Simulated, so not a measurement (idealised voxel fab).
process module | voxel capacitor over wiring
cross-section cut | 190 nm wide | cells 5 nm
A cross-section is a grid of square cells, given in bands from the top down. A band is one or more rows of cells.
Each band's line starts with the height of the band's top and of its bottom, in nm. Then come its materials from left to right, each with its width in nm. One material with "throughout" fills the band from edge to edge. "air" is empty space.
Height 0 is the level under which the wafer as received is all one material. The lowest band goes on downwards, as in "0 down".
A width such as "30 to 40" changes by the same amount from each row of cells to the next, from the band's top row to its bottom row.
"no change" after a step means that no cell of the cross-section changed.
closed voids: empty space of 8 cells or more with no open way to the top, each as width x height at its distance from the left edge, in nm
after a step's settings: what the simulator itself notes on the step
overlay nm, on a step with a mask: how far to the right of its planned place the mask lay; to the left if negative
plan
1 op RECEIVE | material Si
2 op CONFORMAL_DEP | material SiO2 | thk nm 15
3 op CONFORMAL_DEP | material SiCN | thk nm 5
4 op DIRECTIONAL_DEP | material lowk | thk nm 25
5 op PATTERN | tone open | mask id METAL_1 | material resist | width nm 25 | pitch nm 75 | thk nm 20 | overlay nm 0
6 op DIRECTIONAL_ETCH | etch materials lowk | depth nm 25
7 op DIRECTIONAL_ETCH | etch materials SiCN | depth nm 5
8 op STRIP | etch materials resist
9 op CONFORMAL_DEP | material TiN | thk nm 5
10 op FILL_DEP | material Ru | thk nm 10
11 op CMP | height nm 45
12 op CONFORMAL_DEP | material SiCN | thk nm 5
13 op DIRECTIONAL_DEP | material lowk | thk nm 15
14 op PATTERN | tone open | mask id PLUG_1 | material resist | width nm 15 | thk nm 15 | overlay nm 0
15 op DIRECTIONAL_ETCH | etch materials lowk | depth nm 15
16 op DIRECTIONAL_ETCH | etch materials SiCN | depth nm 5
17 op STRIP | etch materials resist
18 op EPI | material Ru | thk nm 10
19 op EPI | material Ru | thk nm 10
20 op DIRECTIONAL_DEP | material TiN | thk nm 10
21 op DIRECTIONAL_DEP | material Al2O3 | thk nm 5
22 op DIRECTIONAL_DEP | material TiN | thk nm 10
23 op PATTERN | tone cover | mask id UPPER_PLATE | material resist | width nm 55 | thk nm 20 | overlay nm 0
24 op DIRECTIONAL_ETCH | etch materials TiN | depth nm 10
25 op DIRECTIONAL_ETCH | etch materials Al2O3 | depth nm 5
26 op STRIP | etch materials resist
27 op MASKED_ETCH | tone cover | mask id LOWER_PLATE | width nm 65 | etch materials TiN | depth nm 10 | overlay nm 0
28 op FILL_DEP | material SiO2 | thk nm 15
29 op CMP | height nm 100
30 op MASKED_ETCH | tone open | mask id PLUG_2 | width nm 15 | etch materials SiO2 | depth nm 10 | overlay nm 0
31 op CONFORMAL_DEP | material TiN | thk nm 5
32 op FILL_DEP | material W | thk nm 5
33 op CMP | height nm 100
34 op CONFORMAL_DEP | material SiN | thk nm 5
first wafer, as planned
as received, after step 1
  0 down: Si throughout
  closed voids: none
after step 2
  15 to 0: SiO2 throughout
  below 0: unchanged
after step 3
  20 to 15: SiCN throughout
  below 15: unchanged
after step 4
  45 to 20: lowk throughout
  below 20: unchanged
after step 5
  65 to 45: resist 45 | air 25 | resist 50 | air 25 | resist 45
  below 45: unchanged
after step 6
  65 to 45: resist 45 | air 25 | resist 50 | air 25 | resist 45
  45 to 20: lowk 45 | air 25 | lowk 50 | air 25 | lowk 45
  below 20: unchanged
after step 7
  65 to 45: resist 45 | air 25 | resist 50 | air 25 | resist 45
  45 to 20: lowk 45 | air 25 | lowk 50 | air 25 | lowk 45
  20 to 15: SiCN 45 | air 25 | SiCN 50 | air 25 | SiCN 45
  below 15: unchanged
after step 8
  45 to 20: lowk 45 | air 25 | lowk 50 | air 25 | lowk 45
  below 20: unchanged
after step 9
  50 to 45: TiN 50 | air 15 | TiN 60 | air 15 | TiN 50
  45 to 20: lowk 45 | TiN 5 | air 15 | TiN 5 | lowk 50 | TiN 5 | air 15 | TiN 5 | lowk 45
  20 to 15: SiCN 45 | TiN 25 | SiCN 50 | TiN 25 | SiCN 45
  below 15: unchanged
after step 10
  60 to 50: Ru throughout
  50 to 45: TiN 50 | Ru 15 | TiN 60 | Ru 15 | TiN 50
  45 to 20: lowk 45 | TiN 5 | Ru 15 | TiN 5 | lowk 50 | TiN 5 | Ru 15 | TiN 5 | lowk 45
  below 20: unchanged
after step 11
  45 to 20: lowk 45 | TiN 5 | Ru 15 | TiN 5 | lowk 50 | TiN 5 | Ru 15 | TiN 5 | lowk 45
  below 20: unchanged
after step 12
  50 to 45: SiCN throughout
  below 45: unchanged
after step 13
  65 to 50: lowk throughout
  below 50: unchanged
after step 14
  80 to 65: resist 55 | air 15 | resist 120
  below 65: unchanged
after step 15
  80 to 65: resist 55 | air 15 | resist 120
  65 to 50: lowk 55 | air 15 | lowk 120
  below 50: unchanged
after step 16
  80 to 65: resist 55 | air 15 | resist 120
  65 to 50: lowk 55 | air 15 | lowk 120
  50 to 45: SiCN 55 | air 15 | SiCN 120
  below 45: unchanged
after step 17
  65 to 50: lowk 55 | air 15 | lowk 120
  below 50: unchanged
after step 18
  65 to 55: lowk 55 | air 15 | lowk 120
  55 to 50: lowk 55 | Ru 15 | lowk 120
  50 to 45: SiCN 55 | Ru 15 | SiCN 120
  below 45: unchanged
after step 19
  65 to 50: lowk 55 | Ru 15 | lowk 120
  below 50: unchanged
after step 20
  75 to 65: TiN throughout
  below 65: unchanged
after step 21
  80 to 75: Al2O3 throughout
  below 75: unchanged
after step 22
  90 to 80: TiN throughout
  below 80: unchanged
after step 23
  110 to 90: air 55 | resist 55 | air 80
  below 90: unchanged
after step 24
  110 to 90: air 55 | resist 55 | air 80
  90 to 80: air 55 | TiN 55 | air 80
  below 80: unchanged
after step 25
  110 to 90: air 55 | resist 55 | air 80
  90 to 80: air 55 | TiN 55 | air 80
  80 to 75: air 55 | Al2O3 55 | air 80
  below 75: unchanged
after step 26
  90 to 80: air 55 | TiN 55 | air 80
  below 80: unchanged
after step 27
  90 to 80: air 55 | TiN 55 | air 80
  80 to 75: air 55 | Al2O3 55 | air 80
  75 to 65: air 50 | TiN 65 | air 75
  below 65: unchanged
after step 28
  105 to 90: SiO2 throughout
  90 to 80: SiO2 55 | TiN 55 | SiO2 80
  80 to 75: SiO2 55 | Al2O3 55 | SiO2 80
  75 to 65: SiO2 50 | TiN 65 | SiO2 75
  below 65: unchanged
after step 29
  100 to 90: SiO2 throughout
  below 90: unchanged
after step 30
  100 to 90: SiO2 65 | air 15 | SiO2 110
  below 90: unchanged
after step 31
  105 to 100: TiN 70 | air 5 | TiN 115
  100 to 95: SiO2 65 | TiN 5 | air 5 | TiN 5 | SiO2 110
  95 to 90: SiO2 65 | TiN 15 | SiO2 110
  below 90: unchanged
after step 32
  110 to 105: W throughout
  105 to 100: TiN 70 | W 5 | TiN 115
  100 to 95: SiO2 65 | TiN 5 | W 5 | TiN 5 | SiO2 110
  below 95: unchanged
after step 33
  100 to 95: SiO2 65 | TiN 5 | W 5 | TiN 5 | SiO2 110
  below 95: unchanged
after step 34
  105 to 100: SiN throughout
  below 100: unchanged
second wafer: like start, like plan, one mistake. Through step 19 it matches the first wafer
when step 20 should have ended
  70 to 65: Al2O3 throughout
  below 65: unchanged
when step 21 should have ended
  80 to 70: TiN throughout
  below 70: unchanged
when step 22 should have ended
  90 to 70: TiN throughout
  below 70: unchanged
when step 23 should have ended
  110 to 90: air 55 | resist 55 | air 80
  below 90: unchanged
when step 24 should have ended
  110 to 90: air 55 | resist 55 | air 80
  90 to 80: air 55 | TiN 55 | air 80
  below 80: unchanged
when step 25 should have ended: no change
when step 26 should have ended
  90 to 80: air 55 | TiN 55 | air 80
  below 80: unchanged
when step 27 should have ended
  90 to 80: air 55 | TiN 55 | air 80
  80 to 70: air 50 | TiN 65 | air 75
  below 70: unchanged
when step 28 should have ended
  105 to 90: SiO2 throughout
  90 to 80: SiO2 55 | TiN 55 | SiO2 80
  80 to 70: SiO2 50 | TiN 65 | SiO2 75
  below 70: unchanged
when step 29 should have ended
  100 to 90: SiO2 throughout
  below 90: unchanged
when step 30 should have ended
  100 to 90: SiO2 65 | air 15 | SiO2 110
  below 90: unchanged
when step 31 should have ended
  105 to 100: TiN 70 | air 5 | TiN 115
  100 to 95: SiO2 65 | TiN 5 | air 5 | TiN 5 | SiO2 110
  95 to 90: SiO2 65 | TiN 15 | SiO2 110
  below 90: unchanged
when step 32 should have ended
  110 to 105: W throughout
  105 to 100: TiN 70 | W 5 | TiN 115
  100 to 95: SiO2 65 | TiN 5 | W 5 | TiN 5 | SiO2 110
  below 95: unchanged
when step 33 should have ended
  100 to 95: SiO2 65 | TiN 5 | W 5 | TiN 5 | SiO2 110
  below 95: unchanged
when step 34 should have ended
  105 to 100: SiN throughout
  below 100: unchanged
what went wrong: steps 20 and 21 were swapped
at the end the second wafer has, in cells: 27 more of Al2O3 | 27 fewer of SiO2
